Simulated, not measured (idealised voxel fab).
The document below concerns the process module designated voxel spacer lines.
Section shown: cut. Width: 255 nm. Cell size: 5 nm, square.
Reading order for cross-sections: top band down to bottom band. Underlying form: a grid of square cells. Band size: one or more rows of cells. Look at the band entry: it leads with the top's height and the bottom's height in nm. Then it lists the materials left to right, with a width in nm for each. The word "all across" on a single material says that material fills the band edge to edge. The word "empty" is empty space. Heights are expressed relative to 0, this being the level below which the as-received wafer comprises one material exclusively. The lowest band is unbounded in the downward direction and is denoted as in "from 0 down". Width: "30..40" (first number = top row, second number = bottom row, same change from row to row of cells). When a step is marked "remains unaltered", none of the cells in the cross-section changed during that step. Look at "Sealed void inventory" for the closed voids: empty spaces with no open path to the top, sized 8 cells or up. Each is width x height at distance, distance from the left edge, all nm. The remark found on a step's line after its settings is issued by the simulator itself and pertains to that step. A step's line can hold "overlay nm"; with a mask on that step, the setting says how far right of the planned place the mask lay, while a negative setting says it lay to the left.

Intended process steps:
1,RECEIVE with material Si
2,CONFORMAL_DEP with material Al2O3, thk nm 10
3,DIRECTIONAL_DEP with material W, thk nm 15
4,DIRECTIONAL_DEP with material aC, thk nm 30
5,PATTERN with tone cover, mask id MANDREL, material resist, width nm 25, pitch nm 80, thk nm 40, overlay nm 0
6,DIRECTIONAL_ETCH with etch materials aC, depth nm 30
7,STRIP with etch materials resist
8,CONFORMAL_DEP with material SiN, thk nm 15
9,DIRECTIONAL_ETCH with etch materials SiN, depth nm 15
10,STRIP with etch materials aC
11,DIRECTIONAL_ETCH with etch materials W, depth nm 15
12,STRIP with etch materials SiN

Wafer at receipt (post step 1), cross-section:
	from 0 down  Si all across
	Sealed void inventory: none

Result of the module, cross-sectioned: start per above, plan per above, one error in how it was run:
	from 25 to 15  Al2O3 all across
	from 15 to 0  W all across
	from 0 down  Si all across
	Sealed void inventory: none
Deviation from plan: step 3 occupied the plan position of step 2, and the converse holds as well
